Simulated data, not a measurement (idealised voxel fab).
Documented hereafter: the process module known as voxel released beams.
Square cell edge 5 nm, section width 285 nm, ID cut.
Think of the cross-section as a grid of square cells. We describe it in bands, top to bottom, and each band covers one or more rows of those cells.
Look at the band entry: it leads with the top's height and the bottom's height in nm. Then it lists the materials left to right, with a width in nm for each. The word "edge to edge" on a single material says that material fills the band edge to edge. The word "blank" is empty space.
Zero point of the height axis is 0; under it, received wafer = one material. Lowest band: continues down indefinitely, "0 -> down".
Width: "30->40" (first number = top row, second number = bottom row, same change from row to row of cells).
Take "remains unaltered" at face value: in the step it is given for, the cross-section changed in none of its cells.
Heads up: "Sealed internal cavities" only lists the empty pockets with no open path to the top that are 8 cells or more, and it writes them as width x height at distance, distance from the left edge, in nm.
If you see something after the settings on a step's line, that's the simulator's own remark about that step.
overlay nm: mask right of planned place by this much (step with mask). Neg. = left.

Intended process steps
1 RECEIVE [material Si]
2 CONFORMAL_DEP [material Al2O3] [thk nm 5]
3 DIRECTIONAL_DEP [material SiO2] [thk nm 20]
4 PATTERN [tone open] [mask id ANCHOR] [material resist] [width nm 35] [thk nm 15] [overlay nm 0]
5 DIRECTIONAL_ETCH [etch materials SiO2] [depth nm 20]
6 STRIP [etch materials resist]
7 CONFORMAL_DEP [material W] [thk nm 15]
8 MASKED_ETCH [tone cover] [mask id BEAM] [width nm 95] [etch materials W] [depth nm 15] [overlay nm -15]
9 STRIP [etch materials SiO2]
The plan shows the overlay nm of step 8 as the first wafer had it; this setting differs between the wafers, which start out alike.

So this is the first of several wafers, cross-sectioned as it came to us, meaning it's at the end of step 1
  0 -> down | Si edge to edge
  Sealed internal cavities: none

Below: a row per wafer. Contents at end of module: for every material, cells gained since receipt (+) or lost since receipt (-); then closed voids
overlay nm -15 | +57 Al2O3 | +81 W | Sealed internal cavities: none
overlay nm -10 | +57 Al2O3 | +81 W | Sealed internal cavities: none
overlay nm -5 | +57 Al2O3 | +81 W | Sealed internal cavities: none
overlay nm 0 | +57 Al2O3 | +81 W | Sealed internal cavities: none
overlay nm 5 | +57 Al2O3 | +81 W | Sealed internal cavities: none
overlay nm 10 | +57 Al2O3 | +81 W | Sealed internal cavities: none
overlay nm 15 | +57 Al2O3 | +81 W | Sealed internal cavities: none
